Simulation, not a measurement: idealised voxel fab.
Module name: voxel ribs on slabs (process module)
The cross-section on display is named cut; it measures 155 nm wide, and its cells are 5 nm squares.
Each cross-section below is a grid of square cells, stated as bands in top-down order, with one or more rows of cells making up each band.
Per band: top height and bottom height in nm, followed by the left-to-right materials and their widths in nm; "all across" marks a single material spanning edge to edge, "blank" marks empty space.
Note: height 0 marks the level under which the wafer is uniformly one material as received. Lowest band unbounded below, written "top 0, no bottom".
It should be noted that a width expressed as "30->40" varies in equal increments from row to row of cells within the band, taking the value of the first number at the top row and that of the second number at the bottom row.
"nothing different" (step): cross-section cells unchanged, all of them.
The entry "Closed voids list" lists the empty spaces that cover at least 8 cells and have no open path to the top. Each is written as width x height at distance, where the distance is measured from the left edge and all three values are in nm.
Whatever follows a step's settings on its line is a remark the simulator itself makes about that step.
"overlay nm" denotes, for a step that has a mask, the displacement of the mask to the right of its planned place, with negative values corresponding to the left.

List of planned process steps:
1,RECEIVE | material Si
2,DIRECTIONAL_DEP | material SiO2 | thk nm 30
3,DIRECTIONAL_DEP | material SiN | thk nm 20
4,MASKED_ETCH | tone cover | mask id RIB | width nm 20 | etch materials SiN | depth nm 15 | overlay nm 0
5,MASKED_ETCH | tone cover | mask id SLAB | width nm 50 | etch materials SiN | depth nm 5 | overlay nm 0
6,FILL_DEP | material SiO2 | thk nm 25
7,CMP | height nm 65
8,DIRECTIONAL_DEP | material TiN | thk nm 10
9,PATTERN | tone cover | mask id HEATER | material resist | width nm 30 | thk nm 20 | overlay nm 0
10,DIRECTIONAL_ETCH | etch materials TiN | depth nm 10
11,STRIP | etch materials resist
12,CONFORMAL_DEP | material SiO2 | thk nm 10

Cross-section, incoming material, after step 1:
> top 0, no bottom = Si all across
> Closed voids list: none

As-planned run: cross-section of the first of two wafers at end of module:
> top 85, bottom 75 = blank (50) / SiO2 (50) / blank (55)
> top 75, bottom 65 = SiO2 (60) / TiN (30) / SiO2 (65)
> top 65, bottom 50 = SiO2 all across
> top 50, bottom 35 = SiO2 (65) / SiN (20) / SiO2 (70)
> top 35, bottom 30 = SiO2 (50) / SiN (50) / SiO2 (55)
> top 30, bottom 0 = SiO2 all across
> top 0, no bottom = Si all across
> Closed voids list: none

Cross-section, wafer two of two, end of module: same start and plan as wafer one, one error in execution:
> top 85, bottom 75 = blank (50) / SiO2 (50) / blank (55)
> top 75, bottom 65 = SiO2 (60) / TiN (30) / SiO2 (65)
> top 65, bottom 50 = SiO2 all across
> top 50, bottom 35 = SiO2 (65) / SiN (20) / SiO2 (70)
> top 35, bottom 30 = SiO2 (55) / SiN (45) / SiO2 (55)
> top 30, bottom 0 = SiO2 all across
> top 0, no bottom = Si all across
> Closed voids list: none
What was the processing mistake? so step 5 ended up running with a different setting than we planned, it ran as MASKED_ETCH | tone cover | mask id SLAB | width nm 45 | etch materials SiN | depth nm 5 | overlay nm 0
Final difference in cells, second wafer against first, listed per material as more or fewer: SiN: 1 fewer; SiO2: 1 more
